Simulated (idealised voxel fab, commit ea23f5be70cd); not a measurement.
Process module heading - voxel wiring stack
205 nm wide, 5 nm square cells: that's cross-section cut.
Cross-section, as written here: a square-cell grid given band by band from the top down, where a band holds one or more rows of cells.
A band entry consists of two parts. The first gives the height of the band's top and the height of its bottom, in nm. The rest lists the band's materials from left to right, each with its width in nm. A single material labelled with the word "throughout" fills the band from edge to edge, and the word "empty" marks empty space.
Beneath 0, the wafer as received is one material, and that level is where height counting begins. The lowest band goes on downward without a bottom; it is written like "0 -> down".
A two-number width, for instance "30->40", indicates that the width is equal to the first number in the top row of the band and to the second number in the bottom row, and that it changes by a constant amount per row of cells.
"everything unchanged", as given for a step, is the statement that not any cell of the cross-section underwent a change during that step.
Empty spaces without an open route to the top, at least 8 cells in extent, make up the entry "Voids, enclosed"; each is given as width x height at distance, where the distance is measured from the left edge, and all are in nm.
Step line, after settings: the simulator's comment on this step.
You can add "overlay nm" to a step's line. For a step with a mask, it describes how far the mask lay to the right of its planned position, and a negative number describes a lay to the left.
Every pair from here on: before one process step, after it. The after cross-section reaches only to the lowest band that changed. Below the pair: the step in between and its settings. Pairs can belong to different runs of this module on the same starting wafer; a pair carries on from the pair above only if the entry headed "before" says so.
**before**
165 -> 145 = resist 30 nm, then empty 15 nm, then resist 65 nm, then empty 15 nm, then resist 80 nm
145 -> 130 = SiO2 30 nm, then empty 15 nm, then resist 5 nm, then SiO2 20 nm, then resist 20 nm, then SiO2 20 nm, then empty 15 nm, then resist 5 nm, then SiO2 20 nm, then resist 20 nm, then SiO2 35 nm
130 -> 120 = SiO2 30 nm, then empty 15 nm, then SiO2 65 nm, then empty 15 nm, then SiO2 80 nm
120 -> 115 = SiCN throughout
115 -> 105 = SiO2 30 nm, then TiN 5 nm, then Ru 10 nm, then TiN 5 nm, then SiO2 20 nm, then TiN 5 nm, then Ru 10 nm, then TiN 5 nm, then SiO2 20 nm, then TiN 5 nm, then Ru 10 nm, then TiN 5 nm, then SiO2 20 nm, then TiN 5 nm, then Ru 10 nm, then TiN 5 nm, then SiO2 35 nm
105 -> 100 = SiO2 30 nm, then TiN 5 nm, then Ru 5 nm, then TiN 10 nm, then SiO2 20 nm, then TiN 20 nm, then SiO2 20 nm, then TiN 5 nm, then Ru 5 nm, then TiN 10 nm, then SiO2 20 nm, then TiN 20 nm, then SiO2 35 nm
100 -> 85 = SiO2 30 nm, then TiN 5 nm, then Ru 5 nm, then TiN 5 nm, then SiO2 65 nm, then TiN 5 nm, then Ru 5 nm, then TiN 5 nm, then SiO2 80 nm
85 -> 80 = SiCN 30 nm, then TiN 15 nm, then SiCN 65 nm, then TiN 15 nm, then SiCN 80 nm
80 -> 70 = lowk 30 nm, then TiN 5 nm, then Cu 10 nm, then TiN 5 nm, then lowk 20 nm, then TiN 5 nm, then Cu 10 nm, then TiN 5 nm, then lowk 20 nm, then TiN 5 nm, then Cu 10 nm, then TiN 5 nm, then lowk 20 nm, then TiN 5 nm, then Cu 10 nm, then TiN 5 nm, then lowk 35 nm
70 -> 65 = lowk 30 nm, then TiN 5 nm, then Cu 5 nm, then TiN 10 nm, then lowk 20 nm, then TiN 20 nm, then lowk 20 nm, then TiN 5 nm, then Cu 5 nm, then TiN 10 nm, then lowk 20 nm, then TiN 20 nm, then lowk 35 nm
65 -> 50 = lowk 30 nm, then TiN 5 nm, then Cu 5 nm, then TiN 5 nm, then lowk 65 nm, then TiN 5 nm, then Cu 5 nm, then TiN 5 nm, then lowk 80 nm
50 -> 45 = SiCN 30 nm, then TiN 15 nm, then SiCN 65 nm, then TiN 15 nm, then SiCN 80 nm
45 -> 30 = SiO2 15 nm, then SiCN 15 nm, then W 20 nm, then SiCN 20 nm, then W 20 nm, then SiCN 20 nm, then W 20 nm, then SiCN 20 nm, then W 20 nm, then SiCN 15 nm, then SiO2 20 nm
30 -> 20 = SiCN 30 nm, then W 20 nm, then SiCN 20 nm, then W 20 nm, then SiCN 20 nm, then W 20 nm, then SiCN 20 nm, then W 20 nm, then SiCN 35 nm
20 -> 15 = SiCN 30 nm, then TiN 20 nm, then SiCN 20 nm, then TiN 20 nm, then SiCN 20 nm, then TiN 20 nm, then SiCN 20 nm, then TiN 20 nm, then SiCN 35 nm
15 -> 0 = SiO2 throughout
0 -> down = Si throughout
Voids, enclosed: none
**Resultant Cross-Section**
165 -> 145 = resist 30 nm, then empty 15 nm, then resist 65 nm, then empty 15 nm, then resist 80 nm
145 -> 130 = SiO2 30 nm, then empty 15 nm, then resist 5 nm, then SiO2 20 nm, then resist 20 nm, then SiO2 20 nm, then empty 15 nm, then resist 5 nm, then SiO2 20 nm, then resist 20 nm, then SiO2 35 nm
130 -> 120 = SiO2 30 nm, then empty 15 nm, then SiO2 65 nm, then empty 15 nm, then SiO2 80 nm
120 -> 115 = SiCN 30 nm, then empty 15 nm, then SiCN 65 nm, then empty 15 nm, then SiCN 80 nm
Everything under 115 stays put, no change at all.
Voids, enclosed: none
Step taken after the before cross-section and before the after cross-section above: op DIRECTIONAL_ETCH | etch materials SiCN | depth nm 5
before: as shown after the step in the preceding pair, directly above.
**Resultant Cross-Section**
145 -> 130 = SiO2 30 nm, then empty 20 nm, then SiO2 20 nm, then empty 20 nm, then SiO2 20 nm, then empty 20 nm, then SiO2 20 nm, then empty 20 nm, then SiO2 35 nm
Everything under 130 stays put, no change at all.
Voids, enclosed: none
Step taken after the before cross-section and before the after cross-section above: op STRIP | etch materials resist
before: as shown after the step in the preceding pair, directly above.
**Resultant Cross-Section**
150 -> 145 = TiN 35 nm, then empty 10 nm, then TiN 30 nm, then empty 10 nm, then TiN 30 nm, then empty 10 nm, then TiN 30 nm, then empty 10 nm, then TiN 40 nm
145 -> 135 = SiO2 30 nm, then TiN 5 nm, then empty 10 nm, then TiN 5 nm, then SiO2 20 nm, then TiN 5 nm, then empty 10 nm, then TiN 5 nm, then SiO2 20 nm, then TiN 5 nm, then empty 10 nm, then TiN 5 nm, then SiO2 20 nm, then TiN 5 nm, then empty 10 nm, then TiN 5 nm, then SiO2 35 nm
135 -> 130 = SiO2 30 nm, then TiN 5 nm, then empty 5 nm, then TiN 10 nm, then SiO2 20 nm, then TiN 20 nm, then SiO2 20 nm, then TiN 5 nm, then empty 5 nm, then TiN 10 nm, then SiO2 20 nm, then TiN 20 nm, then SiO2 35 nm
130 -> 120 = SiO2 30 nm, then TiN 5 nm, then empty 5 nm, then TiN 5 nm, then SiO2 65 nm, then TiN 5 nm, then empty 5 nm, then TiN 5 nm, then SiO2 80 nm
120 -> 115 = SiCN 30 nm, then TiN 15 nm, then SiCN 65 nm, then TiN 15 nm, then SiCN 80 nm
Everything under 115 stays put, no change at all.
Voids, enclosed: none
Step taken after the before cross-section and before the after cross-section above: op CONFORMAL_DEP | material TiN | thk nm 5
before: as shown after the step in the preceding pair, directly above.
**Resultant Cross-Section**
160 -> 150 = Ru throughout
150 -> 145 = TiN 35 nm, then Ru 10 nm, then TiN 30 nm, then Ru 10 nm, then TiN 30 nm, then Ru 10 nm, then TiN 30 nm, then Ru 10 nm, then TiN 40 nm
145 -> 135 = SiO2 30 nm, then TiN 5 nm, then Ru 10 nm, then TiN 5 nm, then SiO2 20 nm, then TiN 5 nm, then Ru 10 nm, then TiN 5 nm, then SiO2 20 nm, then TiN 5 nm, then Ru 10 nm, then TiN 5 nm, then SiO2 20 nm, then TiN 5 nm, then Ru 10 nm, then TiN 5 nm, then SiO2 35 nm
135 -> 130 = SiO2 30 nm, then TiN 5 nm, then Ru 5 nm, then TiN 10 nm, then SiO2 20 nm, then TiN 20 nm, then SiO2 20 nm, then TiN 5 nm, then Ru 5 nm, then TiN 10 nm, then SiO2 20 nm, then TiN 20 nm, then SiO2 35 nm
130 -> 120 = SiO2 30 nm, then TiN 5 nm, then Ru 5 nm, then TiN 5 nm, then SiO2 65 nm, then TiN 5 nm, then Ru 5 nm, then TiN 5 nm, then SiO2 80 nm
Everything under 120 stays put, no change at all.
Voids, enclosed: none
Step taken after the before cross-section and before the after cross-section above: op FILL_DEP | material Ru | thk nm 10
before: as shown after the step in the preceding pair, directly above.
**Resultant Cross-Section**
145 -> 135 = SiO2 30 nm, then TiN 5 nm, then Ru 10 nm, then TiN 5 nm, then SiO2 20 nm, then TiN 5 nm, then Ru 10 nm, then TiN 5 nm, then SiO2 20 nm, then TiN 5 nm, then Ru 10 nm, then TiN 5 nm, then SiO2 20 nm, then TiN 5 nm, then Ru 10 nm, then TiN 5 nm, then SiO2 35 nm
Everything under 135 stays put, no change at all.
Voids, enclosed: none
Step taken after the before cross-section and before the after cross-section above: op CMP | height nm 145
before: as shown after the step in the preceding pair, directly above.
**Resultant Cross-Section**
150 -> 145 = SiN throughout
Everything under 145 stays put, no change at all.
Voids, enclosed: none
Step taken after the before cross-section and before the after cross-section above: op CONFORMAL_DEP | material SiN | thk nm 5
**before**
115 -> 100 = SiO2 30 nm, then empty 20 nm, then SiO2 20 nm, then empty 20 nm, then SiO2 20 nm, then empty 20 nm, then SiO2 20 nm, then empty 20 nm, then SiO2 35 nm
100 -> 85 = SiO2 throughout
85 -> 80 = SiCN throughout
80 -> 70 = lowk 30 nm, then TiN 5 nm, then Cu 10 nm, then TiN 5 nm, then lowk 20 nm, then TiN 5 nm, then Cu 10 nm, then TiN 5 nm, then lowk 20 nm, then TiN 5 nm, then Cu 10 nm, then TiN 5 nm, then lowk 20 nm, then TiN 5 nm, then Cu 10 nm, then TiN 5 nm, then lowk 35 nm
70 -> 65 = lowk 30 nm, then TiN 5 nm, then Cu 5 nm, then TiN 10 nm, then lowk 20 nm, then TiN 20 nm, then lowk 20 nm, then TiN 5 nm, then Cu 5 nm, then TiN 10 nm, then lowk 20 nm, then TiN 20 nm, then lowk 35 nm
65 -> 50 = lowk 30 nm, then TiN 5 nm, then Cu 5 nm, then TiN 5 nm, then lowk 65 nm, then TiN 5 nm, then Cu 5 nm, then TiN 5 nm, then lowk 80 nm
50 -> 45 = SiCN 30 nm, then TiN 15 nm, then SiCN 65 nm, then TiN 15 nm, then SiCN 80 nm
45 -> 20 = SiO2 25 nm, then SiCN 5 nm, then W 20 nm, then SiCN 5 nm, then SiO2 10 nm, then SiCN 5 nm, then W 20 nm, then SiCN 5 nm, then SiO2 10 nm, then SiCN 5 nm, then W 20 nm, then SiCN 5 nm, then SiO2 10 nm, then SiCN 5 nm, then W 20 nm, then SiCN 5 nm, then SiO2 30 nm
20 -> 15 = SiCN 30 nm, then TiN 20 nm, then SiCN 20 nm, then TiN 20 nm, then SiCN 20 nm, then TiN 20 nm, then SiCN 20 nm, then TiN 20 nm, then SiCN 35 nm
15 -> 0 = SiO2 throughout
0 -> down = Si throughout
Voids, enclosed: none
**Resultant Cross-Section**
115 -> 100 = SiO2 30 nm, then empty 20 nm, then SiO2 20 nm, then empty 20 nm, then SiO2 20 nm, then empty 20 nm, then SiO2 20 nm, then empty 20 nm, then SiO2 35 nm
100 -> 85 = SiO2 30 nm, then empty 20 nm, then SiO2 60 nm, then empty 20 nm, then SiO2 75 nm
Everything under 85 stays put, no change at all.
Voids, enclosed: none
Step taken after the before cross-section and before the after cross-section above: op MASKED_ETCH | tone open | mask id METAL_3_HOLES | width nm 20 | pitch nm 80 | etch materials SiO2 | depth nm 15 | overlay nm 0
before: as shown after the step in the preceding pair, directly above.
**Resultant Cross-Section**
115 -> 100 = SiO2 30 nm, then empty 20 nm, then SiO2 20 nm, then empty 20 nm, then SiO2 20 nm, then empty 20 nm, then SiO2 20 nm, then empty 20 nm, then SiO2 35 nm
100 -> 85 = SiO2 30 nm, then empty 20 nm, then SiO2 60 nm, then empty 20 nm, then SiO2 75 nm
85 -> 80 = SiCN 30 nm, then empty 15 nm, then SiCN 65 nm, then empty 15 nm, then SiCN 80 nm
Everything under 80 stays put, no change at all.
Voids, enclosed: none
Step taken after the before cross-section and before the after cross-section above: op MASKED_ETCH | tone open | mask id METAL_3_HOLES | width nm 15 | pitch nm 80 | etch materials SiCN | depth nm 5 | overlay nm 0
before: as shown after the step in the preceding pair, directly above.
**Resultant Cross-Section**
120 -> 115 = TiN 35 nm, then empty 10 nm, then TiN 30 nm, then empty 10 nm, then TiN 30 nm, then empty 10 nm, then TiN 30 nm, then empty 10 nm, then TiN 40 nm
115 -> 105 = SiO2 30 nm, then TiN 5 nm, then empty 10 nm, then TiN 5 nm, then SiO2 20 nm, then TiN 5 nm, then empty 10 nm, then TiN 5 nm, then SiO2 20 nm, then TiN 5 nm, then empty 10 nm, then TiN 5 nm, then SiO2 20 nm, then TiN 5 nm, then empty 10 nm, then TiN 5 nm, then SiO2 35 nm
105 -> 100 = SiO2 30 nm, then TiN 5 nm, then empty 10 nm, then TiN 5 nm, then SiO2 20 nm, then TiN 20 nm, then SiO2 20 nm, then TiN 5 nm, then empty 10 nm, then TiN 5 nm, then SiO2 20 nm, then TiN 20 nm, then SiO2 35 nm
100 -> 90 = SiO2 30 nm, then TiN 5 nm, then empty 10 nm, then TiN 5 nm, then SiO2 60 nm, then TiN 5 nm, then empty 10 nm, then TiN 5 nm, then SiO2 75 nm
90 -> 85 = SiO2 30 nm, then TiN 5 nm, then empty 5 nm, then TiN 10 nm, then SiO2 60 nm, then TiN 5 nm, then empty 5 nm, then TiN 10 nm, then SiO2 75 nm
85 -> 80 = SiCN 30 nm, then TiN 15 nm, then SiCN 65 nm, then TiN 15 nm, then SiCN 80 nm
Everything under 80 stays put, no change at all.
Voids, enclosed: none
Step taken after the before cross-section and before the after cross-section above: op CONFORMAL_DEP | material TiN | thk nm 5
before: as shown after the step in the preceding pair, directly above.
**Resultant Cross-Section**
125 -> 120 = Ru throughout
120 -> 115 = TiN 35 nm, then Ru 10 nm, then TiN 30 nm, then Ru 10 nm, then TiN 30 nm, then Ru 10 nm, then TiN 30 nm, then Ru 10 nm, then TiN 40 nm
115 -> 105 = SiO2 30 nm, then TiN 5 nm, then Ru 10 nm, then TiN 5 nm, then SiO2 20 nm, then TiN 5 nm, then Ru 10 nm, then TiN 5 nm, then SiO2 20 nm, then TiN 5 nm, then Ru 10 nm, then TiN 5 nm, then SiO2 20 nm, then TiN 5 nm, then Ru 10 nm, then TiN 5 nm, then SiO2 35 nm
105 -> 100 = SiO2 30 nm, then TiN 5 nm, then Ru 10 nm, then TiN 5 nm, then SiO2 20 nm, then TiN 20 nm, then SiO2 20 nm, then TiN 5 nm, then Ru 10 nm, then TiN 5 nm, then SiO2 20 nm, then TiN 20 nm, then SiO2 35 nm
100 -> 90 = SiO2 30 nm, then TiN 5 nm, then Ru 10 nm, then TiN 5 nm, then SiO2 60 nm, then TiN 5 nm, then Ru 10 nm, then TiN 5 nm, then SiO2 75 nm
90 -> 85 = SiO2 30 nm, then TiN 5 nm, then Ru 5 nm, then TiN 10 nm, then SiO2 60 nm, then TiN 5 nm, then Ru 5 nm, then TiN 10 nm, then SiO2 75 nm
Everything under 85 stays put, no change at all.
Voids, enclosed: none
Step taken after the before cross-section and before the after cross-section above: op FILL_DEP | material Ru | thk nm 5
before: as shown after the step in the preceding pair, directly above.
**Resultant Cross-Section**
115 -> 105 = SiO2 30 nm, then TiN 5 nm, then Ru 10 nm, then TiN 5 nm, then SiO2 20 nm, then TiN 5 nm, then Ru 10 nm, then TiN 5 nm, then SiO2 20 nm, then TiN 5 nm, then Ru 10 nm, then TiN 5 nm, then SiO2 20 nm, then TiN 5 nm, then Ru 10 nm, then TiN 5 nm, then SiO2 35 nm
Everything under 105 stays put, no change at all.
Voids, enclosed: none
Step taken after the before cross-section and before the after cross-section above: op CMP | height nm 115
before: as shown after the step in the preceding pair, directly above.
**Resultant Cross-Section**
120 -> 115 = SiCN throughout
Everything under 115 stays put, no change at all.
Voids, enclosed: none
Step taken after the before cross-section and before the after cross-section above: op CONFORMAL_DEP | material SiCN | thk nm 5
before: as shown after the step in the preceding pair, directly above.
**Resultant Cross-Section**
145 -> 120 = SiO2 throughout
Everything under 120 stays put, no change at all.
Voids, enclosed: none
Step taken after the before cross-section and before the after cross-section above: op DIRECTIONAL_DEP | material SiO2 | thk nm 25
before: as shown after the step in the preceding pair, directly above.
**Resultant Cross-Section**
145 -> 130 = SiO2 30 nm, then empty 20 nm, then SiO2 20 nm, then empty 20 nm, then SiO2 20 nm, then empty 20 nm, then SiO2 20 nm, then empty 20 nm, then SiO2 35 nm
Everything under 130 stays put, no change at all.
Voids, enclosed: none
Step taken after the before cross-section and before the after cross-section above: op MASKED_ETCH | tone open | mask id METAL_4 | width nm 20 | pitch nm 40 | etch materials SiO2 | depth nm 15 | overlay nm 0
before: as shown after the step in the preceding pair, directly above.
**Resultant Cross-Section**
165 -> 145 = resist 30 nm, then empty 15 nm, then resist 65 nm, then empty 15 nm, then resist 80 nm
145 -> 130 = SiO2 30 nm, then empty 15 nm, then resist 5 nm, then SiO2 20 nm, then resist 20 nm, then SiO2 20 nm, then empty 15 nm, then resist 5 nm, then SiO2 20 nm, then resist 20 nm, then SiO2 35 nm
Everything under 130 stays put, no change at all.
Voids, enclosed: none
Step taken after the before cross-section and before the after cross-section above: op PATTERN | tone open | mask id METAL_4_HOLES | material resist | width nm 15 | pitch nm 80 | thk nm 20 | overlay nm 0
before: as shown after the step in the preceding pair, directly above.
**Resultant Cross-Section**
165 -> 145 = resist 30 nm, then empty 15 nm, then resist 65 nm, then empty 15 nm, then resist 80 nm
145 -> 130 = SiO2 30 nm, then empty 15 nm, then resist 5 nm, then SiO2 20 nm, then resist 20 nm, then SiO2 20 nm, then empty 15 nm, then resist 5 nm, then SiO2 20 nm, then resist 20 nm, then SiO2 35 nm
130 -> 120 = SiO2 30 nm, then empty 15 nm, then SiO2 65 nm, then empty 15 nm, then SiO2 80 nm
Everything under 120 stays put, no change at all.
Voids, enclosed: none
Step taken after the before cross-section and before the after cross-section above: op DIRECTIONAL_ETCH | etch materials SiO2 | depth nm 10
before: as shown after the step in the preceding pair, directly above.
**Resultant Cross-Section**
165 -> 145 = resist 30 nm, then empty 15 nm, then resist 65 nm, then empty 15 nm, then resist 80 nm
145 -> 130 = SiO2 30 nm, then empty 15 nm, then resist 5 nm, then SiO2 20 nm, then resist 20 nm, then SiO2 20 nm, then empty 15 nm, then resist 5 nm, then SiO2 20 nm, then resist 20 nm, then SiO2 35 nm
130 -> 120 = SiO2 30 nm, then empty 15 nm, then SiO2 65 nm, then empty 15 nm, then SiO2 80 nm
120 -> 115 = SiCN 30 nm, then empty 15 nm, then SiCN 65 nm, then empty 15 nm, then SiCN 80 nm
Everything under 115 stays put, no change at all.
Voids, enclosed: none
Step taken after the before cross-section and before the after cross-section above: op DIRECTIONAL_ETCH | etch materials SiCN | depth nm 5
before: as shown after the step in the preceding pair, directly above.
**Resultant Cross-Section**
145 -> 130 = SiO2 30 nm, then empty 20 nm, then SiO2 20 nm, then empty 20 nm, then SiO2 20 nm, then empty 20 nm, then SiO2 20 nm, then empty 20 nm, then SiO2 35 nm
Everything under 130 stays put, no change at all.
Voids, enclosed: none
Step taken after the before cross-section and before the after cross-section above: op STRIP | etch materials resist
before: as shown after the step in the preceding pair, directly above.
**Resultant Cross-Section**
150 -> 145 = TiN 35 nm, then empty 10 nm, then TiN 30 nm, then empty 10 nm, then TiN 30 nm, then empty 10 nm, then TiN 30 nm, then empty 10 nm, then TiN 40 nm
145 -> 135 = SiO2 30 nm, then TiN 5 nm, then empty 10 nm, then TiN 5 nm, then SiO2 20 nm, then TiN 5 nm, then empty 10 nm, then TiN 5 nm, then SiO2 20 nm, then TiN 5 nm, then empty 10 nm, then TiN 5 nm, then SiO2 20 nm, then TiN 5 nm, then empty 10 nm, then TiN 5 nm, then SiO2 35 nm
135 -> 130 = SiO2 30 nm, then TiN 5 nm, then empty 5 nm, then TiN 10 nm, then SiO2 20 nm, then TiN 20 nm, then SiO2 20 nm, then TiN 5 nm, then empty 5 nm, then TiN 10 nm, then SiO2 20 nm, then TiN 20 nm, then SiO2 35 nm
130 -> 120 = SiO2 30 nm, then TiN 5 nm, then empty 5 nm, then TiN 5 nm, then SiO2 65 nm, then TiN 5 nm, then empty 5 nm, then TiN 5 nm, then SiO2 80 nm
120 -> 115 = SiCN 30 nm, then TiN 15 nm, then SiCN 65 nm, then TiN 15 nm, then SiCN 80 nm
Everything under 115 stays put, no change at all.
Voids, enclosed: none
Step taken after the before cross-section and before the after cross-section above: op CONFORMAL_DEP | material TiN | thk nm 5
before: as shown after the step in the preceding pair, directly above.
**Resultant Cross-Section**
160 -> 150 = Ru throughout
150 -> 145 = TiN 35 nm, then Ru 10 nm, then TiN 30 nm, then Ru 10 nm, then TiN 30 nm, then Ru 10 nm, then TiN 30 nm, then Ru 10 nm, then TiN 40 nm
145 -> 135 = SiO2 30 nm, then TiN 5 nm, then Ru 10 nm, then TiN 5 nm, then SiO2 20 nm, then TiN 5 nm, then Ru 10 nm, then TiN 5 nm, then SiO2 20 nm, then TiN 5 nm, then Ru 10 nm, then TiN 5 nm, then SiO2 20 nm, then TiN 5 nm, then Ru 10 nm, then TiN 5 nm, then SiO2 35 nm
135 -> 130 = SiO2 30 nm, then TiN 5 nm, then Ru 5 nm, then TiN 10 nm, then SiO2 20 nm, then TiN 20 nm, then SiO2 20 nm, then TiN 5 nm, then Ru 5 nm, then TiN 10 nm, then SiO2 20 nm, then TiN 20 nm, then SiO2 35 nm
130 -> 120 = SiO2 30 nm, then TiN 5 nm, then Ru 5 nm, then TiN 5 nm, then SiO2 65 nm, then TiN 5 nm, then Ru 5 nm, then TiN 5 nm, then SiO2 80 nm
Everything under 120 stays put, no change at all.
Voids, enclosed: none
Step taken after the before cross-section and before the after cross-section above: op FILL_DEP | material Ru | thk nm 10
before: as shown after the step in the preceding pair, directly above.
**Resultant Cross-Section**
145 -> 135 = SiO2 30 nm, then TiN 5 nm, then Ru 10 nm, then TiN 5 nm, then SiO2 20 nm, then TiN 5 nm, then Ru 10 nm, then TiN 5 nm, then SiO2 20 nm, then TiN 5 nm, then Ru 10 nm, then TiN 5 nm, then SiO2 20 nm, then TiN 5 nm, then Ru 10 nm, then TiN 5 nm, then SiO2 35 nm
Everything under 135 stays put, no change at all.
Voids, enclosed: none
Step taken after the before cross-section and before the after cross-section above: op CMP | height nm 145
before: as shown after the step in the preceding pair, directly above.
**Resultant Cross-Section**
150 -> 145 = SiN throughout
Everything under 145 stays put, no change at all.
Voids, enclosed: none
Step taken after the before cross-section and before the after cross-section above: op CONFORMAL_DEP | material SiN | thk nm 5
**before**
145 -> 120 = SiO2 throughout
120 -> 115 = SiCN throughout
115 -> 105 = SiO2 30 nm, then TiN 5 nm, then Ru 10 nm, then TiN 5 nm, then SiO2 20 nm, then TiN 5 nm, then Ru 10 nm, then TiN 5 nm, then SiO2 20 nm, then TiN 5 nm, then Ru 10 nm, then TiN 5 nm, then SiO2 20 nm, then TiN 5 nm, then Ru 10 nm, then TiN 5 nm, then SiO2 35 nm
105 -> 100 = SiO2 30 nm, then TiN 5 nm, then Ru 5 nm, then TiN 10 nm, then SiO2 20 nm, then TiN 20 nm, then SiO2 20 nm, then TiN 5 nm, then Ru 5 nm, then TiN 10 nm, then SiO2 20 nm, then TiN 20 nm, then SiO2 35 nm
100 -> 85 = SiO2 30 nm, then TiN 5 nm, then Ru 5 nm, then TiN 5 nm, then SiO2 65 nm, then TiN 5 nm, then Ru 5 nm, then TiN 5 nm, then SiO2 80 nm
85 -> 80 = SiCN 30 nm, then TiN 15 nm, then SiCN 65 nm, then TiN 15 nm, then SiCN 80 nm
80 -> 70 = lowk 30 nm, then TiN 5 nm, then Cu 10 nm, then TiN 5 nm, then lowk 20 nm, then TiN 5 nm, then Cu 10 nm, then TiN 5 nm, then lowk 20 nm, then TiN 5 nm, then Cu 10 nm, then TiN 5 nm, then lowk 20 nm, then TiN 5 nm, then Cu 10 nm, then TiN 5 nm, then lowk 35 nm
70 -> 65 = lowk 30 nm, then TiN 5 nm, then Cu 5 nm, then TiN 10 nm, then lowk 20 nm, then TiN 20 nm, then lowk 20 nm, then TiN 5 nm, then Cu 5 nm, then TiN 10 nm, then lowk 20 nm, then TiN 20 nm, then lowk 35 nm
65 -> 50 = lowk 30 nm, then TiN 5 nm, then Cu 5 nm, then TiN 5 nm, then lowk 65 nm, then TiN 5 nm, then Cu 5 nm, then TiN 5 nm, then lowk 80 nm
50 -> 45 = SiCN 30 nm, then TiN 15 nm, then SiCN 65 nm, then TiN 15 nm, then SiCN 80 nm
45 -> 20 = SiO2 25 nm, then SiCN 5 nm, then W 20 nm, then SiCN 5 nm, then SiO2 10 nm, then SiCN 5 nm, then W 20 nm, then SiCN 5 nm, then SiO2 10 nm, then SiCN 5 nm, then W 20 nm, then SiCN 5 nm, then SiO2 10 nm, then SiCN 5 nm, then W 20 nm, then SiCN 5 nm, then SiO2 30 nm
20 -> 15 = SiCN 30 nm, then TiN 20 nm, then SiCN 20 nm, then TiN 20 nm, then SiCN 20 nm, then TiN 20 nm, then SiCN 20 nm, then TiN 20 nm, then SiCN 35 nm
15 -> 0 = SiO2 throughout
0 -> down = Si throughout
Voids, enclosed: none
**Resultant Cross-Section**
145 -> 130 = SiO2 25 nm, then empty 20 nm, then SiO2 20 nm, then empty 20 nm, then SiO2 20 nm, then empty 20 nm, then SiO2 20 nm, then empty 20 nm, then SiO2 40 nm
Everything under 130 stays put, no change at all.
Voids, enclosed: none
Step taken after the before cross-section and before the after cross-section above: op MASKED_ETCH | tone open | mask id METAL_4 | width nm 20 | pitch nm 40 | etch materials SiO2 | depth nm 15 | overlay nm -5
before: as shown after the step in the preceding pair, directly above.
**Resultant Cross-Section**
165 -> 145 = resist 30 nm, then empty 15 nm, then resist 65 nm, then empty 15 nm, then resist 80 nm
145 -> 130 = SiO2 25 nm, then resist 5 nm, then empty 15 nm, then SiO2 20 nm, then resist 20 nm, then SiO2 20 nm, then resist 5 nm, then empty 15 nm, then SiO2 20 nm, then resist 20 nm, then SiO2 40 nm
Everything under 130 stays put, no change at all.
Voids, enclosed: none
Step taken after the before cross-section and before the after cross-section above: op PATTERN | tone open | mask id METAL_4_HOLES | material resist | width nm 15 | pitch nm 80 | thk nm 20 | overlay nm 0
before: as shown after the step in the preceding pair, directly above.
**Resultant Cross-Section**
165 -> 145 = resist 30 nm, then empty 15 nm, then resist 65 nm, then empty 15 nm, then resist 80 nm
145 -> 130 = SiO2 25 nm, then resist 5 nm, then empty 15 nm, then SiO2 20 nm, then resist 20 nm, then SiO2 20 nm, then resist 5 nm, then empty 15 nm, then SiO2 20 nm, then resist 20 nm, then SiO2 40 nm
130 -> 120 = SiO2 30 nm, then empty 15 nm, then SiO2 65 nm, then empty 15 nm, then SiO2 80 nm
Everything under 120 stays put, no change at all.
Voids, enclosed: none
Step taken after the before cross-section and before the after cross-section above: op DIRECTIONAL_ETCH | etch materials SiO2 | depth nm 10
before: as shown after the step in the preceding pair, directly above.
**Resultant Cross-Section**
165 -> 145 = resist 30 nm, then empty 15 nm, then resist 65 nm, then empty 15 nm, then resist 80 nm
145 -> 130 = SiO2 25 nm, then resist 5 nm, then empty 15 nm, then SiO2 20 nm, then resist 20 nm, then SiO2 20 nm, then resist 5 nm, then empty 15 nm, then SiO2 20 nm, then resist 20 nm, then SiO2 40 nm
130 -> 120 = SiO2 30 nm, then empty 15 nm, then SiO2 65 nm, then empty 15 nm, then SiO2 80 nm
120 -> 115 = SiCN 30 nm, then empty 15 nm, then SiCN 65 nm, then empty 15 nm, then SiCN 80 nm
Everything under 115 stays put, no change at all.
Voids, enclosed: none
Step taken after the before cross-section and before the after cross-section above: op DIRECTIONAL_ETCH | etch materials SiCN | depth nm 5
before: as shown after the step in the preceding pair, directly above.
**Resultant Cross-Section**
145 -> 130 = SiO2 25 nm, then empty 20 nm, then SiO2 20 nm, then empty 20 nm, then SiO2 20 nm, then empty 20 nm, then SiO2 20 nm, then empty 20 nm, then SiO2 40 nm
Everything under 130 stays put, no change at all.
Voids, enclosed: none
Step taken after the before cross-section and before the after cross-section above: op STRIP | etch materials resist
before: as shown after the step in the preceding pair, directly above.
**Resultant Cross-Section**
150 -> 145 = TiN 30 nm, then empty 10 nm, then TiN 30 nm, then empty 10 nm, then TiN 30 nm, then empty 10 nm, then TiN 30 nm, then empty 10 nm, then TiN 45 nm
145 -> 135 = SiO2 25 nm, then TiN 5 nm, then empty 10 nm, then TiN 5 nm, then SiO2 20 nm, then TiN 5 nm, then empty 10 nm, then TiN 5 nm, then SiO2 20 nm, then TiN 5 nm, then empty 10 nm, then TiN 5 nm, then SiO2 20 nm, then TiN 5 nm, then empty 10 nm, then TiN 5 nm, then SiO2 40 nm
135 -> 130 = SiO2 25 nm, then TiN 10 nm, then empty 5 nm, then TiN 5 nm, then SiO2 20 nm, then TiN 20 nm, then SiO2 20 nm, then TiN 10 nm, then empty 5 nm, then TiN 5 nm, then SiO2 20 nm, then TiN 20 nm, then SiO2 40 nm
130 -> 120 = SiO2 30 nm, then TiN 5 nm, then empty 5 nm, then TiN 5 nm, then SiO2 65 nm, then TiN 5 nm, then empty 5 nm, then TiN 5 nm, then SiO2 80 nm
120 -> 115 = SiCN 30 nm, then TiN 15 nm, then SiCN 65 nm, then TiN 15 nm, then SiCN 80 nm
Everything under 115 stays put, no change at all.
Voids, enclosed: none
Step taken after the before cross-section and before the after cross-section above: op CONFORMAL_DEP | material TiN | thk nm 5
